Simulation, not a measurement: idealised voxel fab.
Process module name: voxel transistor to metal
Square cell edge 5 nm, section width 180 nm, ID cut.
Cross-section layout: square cells on a grid; listed as bands, top to bottom; a band spans one or more cell rows. The band entry comprises the height of the band's top followed by the height of its bottom, expressed in nm, and subsequently the band's materials from left to right, each stated together with its width in nm. Where a single material is marked with the word "throughout", that material fills the band from edge to edge. The word "empty" represents empty space. Heights are reckoned from 0. Under this level, the received wafer is all of one material. The bottommost band is open-ended downward, for example "0 -> down". When a width is written as two numbers, as in "30->40", the first number is the width in the top row of cells of the band and the second is the width in its bottom row, and the width changes by the same amount from each row to the next. No cell of the cross-section changed in a step that is given as "left unchanged". Heads up: "Enclosed void catalog" only lists the empty pockets with no open path to the top that are 8 cells or more, and it writes them as width x height at distance, distance from the left edge, in nm. Heads up: the bit after the settings on a step's line is the simulator's remark on that step. The "overlay nm" setting may appear on a step's line; for a step that uses a mask, it gives how far to the right of its planned position the mask lay, and a negative value indicates the left.
Here's what the planned process steps look like
- 1: RECEIVE with material Si
- 2: OXIDIZE with depth nm 5
- 3: CONFORMAL_DEP with material SiN, thk nm 15
- 4: DIRECTIONAL_DEP with material aC, thk nm 10
- 5: PATTERN with tone cover, mask id ACTIVE, material resist, width nm 110, thk nm 30, overlay nm 0
- 6: DIRECTIONAL_ETCH with etch materials aC, depth nm 10
- 7: STRIP with etch materials resist
- 8: DIRECTIONAL_ETCH with etch materials SiN, depth nm 15
- 9: DIRECTIONAL_ETCH with etch materials SiO2, depth nm 5
- 10: DIRECTIONAL_ETCH with etch materials Si, depth nm 30
- 11: STRIP with etch materials aC
- 12: FILL_DEP with material SiO2, thk nm 5
- 13: CMP with height nm 15
- 14: SELECTIVE_ETCH with etch materials SiO2, depth nm 10
- 15: STRIP with etch materials SiN
- 16: SELECTIVE_ETCH with etch materials SiO2, depth nm 5
- 17: OXIDIZE with depth nm 5
- 18: DIRECTIONAL_DEP with material polySi, thk nm 20
- 19: DIRECTIONAL_DEP with material SiCN, thk nm 15
- 20: PATTERN with tone cover, mask id GATE, material resist, width nm 30, thk nm 15, overlay nm 0
- 21: DIRECTIONAL_ETCH with etch materials SiCN, depth nm 25
- 22: DIRECTIONAL_ETCH with etch materials polySi, depth nm 30
- 23: STRIP with etch materials resist
- 24: CONFORMAL_DEP with material SiO2, thk nm 5
- 25: DIRECTIONAL_ETCH with etch materials SiO2, depth nm 5
- 26: CONFORMAL_DEP with material SiN, thk nm 5
- 27: DIRECTIONAL_ETCH with etch materials SiN, depth nm 5
- 28: DIRECTIONAL_ETCH with etch materials SiO2, depth nm 5
- 29: EPI with material nSi, thk nm 5
- 30: FILL_DEP with material SiO2, thk nm 10
- 31: CMP with height nm 15
- 32: STRIP with etch materials polySi
- 33: SELECTIVE_ETCH with etch materials SiO2, depth nm 5
- 34: CONFORMAL_DEP with material HfO2, thk nm 5
- 35: CONFORMAL_DEP with material TiN, thk nm 5
- 36: FILL_DEP with material W, thk nm 10
- 37: CMP with height nm 10
- 38: DIRECTIONAL_DEP with material SiO2, thk nm 10
- 39: PATTERN with tone open, mask id CONTACT, material resist, width nm 20, pitch nm 80, thk nm 15, overlay nm 0
- 40: DIRECTIONAL_ETCH with etch materials SiO2, depth nm 25
- 41: STRIP with etch materials resist
- 42: CONFORMAL_DEP with material TiN, thk nm 5
- 43: FILL_DEP with material W, thk nm 10
- 44: CMP with height nm 20
- 45: DIRECTIONAL_DEP with material TiN, thk nm 5
- 46: DIRECTIONAL_DEP with material W, thk nm 20
- 47: DIRECTIONAL_DEP with material aC, thk nm 10
- 48: PATTERN with tone cover, mask id METAL_1, material resist, width nm 20, pitch nm 80, thk nm 25, overlay nm 0
- 49: DIRECTIONAL_ETCH with etch materials aC, depth nm 10
- 50: STRIP with etch materials resist
- 51: DIRECTIONAL_ETCH with etch materials W, depth nm 20
- 52: DIRECTIONAL_ETCH with etch materials TiN, depth nm 5
- 53: STRIP with etch materials aC
- 54: FILL_DEP with material SiO2, thk nm 10
- 55: CMP with height nm 45
- 56: CONFORMAL_DEP with material SiCN, thk nm 5
- 57: DIRECTIONAL_DEP with material lowk, thk nm 35
- 58: MASKED_ETCH with tone open, mask id METAL_2, width nm 20, pitch nm 80, etch materials lowk, depth nm 20, overlay nm 0
- 59: PATTERN with tone open, mask id METAL_2_HOLES, material resist, width nm 15, pitch nm 80, thk nm 20, overlay nm 0
- 60: DIRECTIONAL_ETCH with etch materials lowk, depth nm 15
- 61: DIRECTIONAL_ETCH with etch materials SiCN, depth nm 5
- 62: STRIP with etch materials resist
- 63: CONFORMAL_DEP with material TiN, thk nm 5
- 64: FILL_DEP with material Cu, thk nm 5
- 65: CMP with height nm 85
- 66: CONFORMAL_DEP with material SiCN, thk nm 5
Cross-sectional view of the wafer in its as-received condition, corresponding to the state after step 1
0 -> down | Si throughout
Enclosed void catalog: none
Cross-section, end of module. Start: as above. Plan: as above. Execution: one mistake
90 -> 85 | SiCN throughout
85 -> 70 | lowk: 40 / TiN: 5 / Cu: 10 / TiN: 5 / lowk: 60 / TiN: 5 / Cu: 10 / TiN: 5 / lowk: 40
70 -> 65 | lowk: 40 / TiN: 5 / Cu: 5 / TiN: 10 / lowk: 60 / TiN: 5 / Cu: 5 / TiN: 10 / lowk: 40
65 -> 50 | lowk: 40 / TiN: 5 / Cu: 5 / TiN: 5 / lowk: 65 / TiN: 5 / Cu: 5 / TiN: 5 / lowk: 45
50 -> 45 | SiCN: 40 / TiN: 15 / SiCN: 65 / TiN: 15 / SiCN: 45
45 -> 25 | SiO2: 40 / W: 20 / SiO2: 60 / W: 20 / SiO2: 40
25 -> 20 | SiO2: 40 / TiN: 20 / SiO2: 60 / TiN: 20 / SiO2: 40
20 -> 15 | SiO2: 40 / TiN: 5 / W: 10 / TiN: 5 / SiO2: 60 / TiN: 5 / W: 10 / TiN: 5 / SiO2: 40
15 -> 10 | SiO2: 40 / TiN: 20 / SiO2: 60 / TiN: 20 / SiO2: 40
10 -> 5 | W: 70 / TiN: 5 / HfO2: 5 / SiN: 5 / SiO2: 10 / SiN: 5 / HfO2: 5 / TiN: 5 / W: 70
5 -> 0 | TiN: 35 / W: 35 / TiN: 5 / HfO2: 5 / SiN: 5 / SiO2: 10 / SiN: 5 / HfO2: 5 / TiN: 5 / W: 35 / TiN: 35
0 -> -5 | HfO2: 30 / TiN: 45 / HfO2: 5 / SiN: 5 / SiO2: 10 / SiN: 5 / HfO2: 5 / TiN: 45 / HfO2: 30
-5 -> -10 | SiO2: 25 / HfO2: 55 / SiO2: 5 / nSi: 10 / SiO2: 5 / HfO2: 55 / SiO2: 25
-10 -> -35 | SiO2: 35 / Si: 110 / SiO2: 35
-35 -> down | Si throughout
Enclosed void catalog: none
Diagnosis: step 20, actual vs plan mismatch, actual run PATTERN with tone open, mask id GATE, material resist, width nm 30, thk nm 15, overlay nm 0
